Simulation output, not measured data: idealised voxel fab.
Process module heading - voxel tone inversion
Shown is cross-section cut, with a width of 155 nm and square cells of size 5 nm.
Each cross-section below is a grid of square cells, stated as bands in top-down order, with one or more rows of cells making up each band.
In this notation a band is specified by the heights of its top and bottom, in that order and in nm, after which its materials appear from left to right, each paired with its width in nm. The word "all across" attached to a single material means that material fills the band from edge to edge; the word "blank" stands for empty space.
A quick word on heights: they are counted from 0, and under that level the wafer as it came to us is one material throughout. The lowest band is different from the rest in having no bottom; it simply continues downward, written as in "z 0 and below".
When a width is written as two numbers, as in "30..40", the first number is the width in the top row of cells of the band and the second is the width in its bottom row, and the width changes by the same amount from each row to the next.
For the purposes of this document, the phrase "nothing changed" attached to a step denotes that no cell within the cross-section was modified by that step.
"Unvented voids": empty spaces of 8 cells or more with no open way to the top, each given as width x height at distance, distance from the left edge, all in nm.
Text after the settings on a step's line: the simulator's own remark on that step.
The optional step-line setting "overlay nm" applies to steps with a mask and quantifies how far to the right of its planned location the mask lay, a negative value indicating leftward placement.

-- Planned step list for the process
- 1: RECEIVE,material Si
- 2: CONFORMAL_DEP,material SiN,thk nm 5
- 3: DIRECTIONAL_DEP,material polySi,thk nm 25
- 4: PATTERN,tone cover,mask id POSTS,material resist,width nm 15,pitch nm 45,thk nm 30,overlay nm -15
- 5: DIRECTIONAL_ETCH,etch materials polySi,depth nm 25
- 6: STRIP,etch materials resist
- 7: FILL_DEP,material SiO2,thk nm 10
- 8: CMP,height nm 30
- 9: STRIP,etch materials polySi
- 10: CONFORMAL_DEP,material TiN,thk nm 5
- 11: FILL_DEP,material W,thk nm 10
- 12: CMP,height nm 30
- 13: CONFORMAL_DEP,material SiN,thk nm 5
The wafers in this document start out alike and differ in the overlay nm applied at step 4; the plan shows the value used for the first wafer.

-- Cut through the first of several wafers as received, post step 1
- z 0 and below | Si all across
- Unvented voids: none

-- Wafer rows, end of module: cells per material gained (+) or lost (-) since receipt; closed voids last
overlay nm -15 | +62 SiN | +125 SiO2 | +22 TiN | +8 W | Unvented voids: none
overlay nm -10 | +62 SiN | +125 SiO2 | +22 TiN | +8 W | Unvented voids: none
overlay nm -5 | +62 SiN | +125 SiO2 | +22 TiN | +8 W | Unvented voids: none
overlay nm 0 | +62 SiN | +125 SiO2 | +22 TiN | +8 W | Unvented voids: none
overlay nm 5 | +62 SiN | +125 SiO2 | +22 TiN | +8 W | Unvented voids: none
overlay nm 10 | +62 SiN | +125 SiO2 | +22 TiN | +8 W | Unvented voids: none
overlay nm 15 | +62 SiN | +125 SiO2 | +22 TiN | +8 W | Unvented voids: none
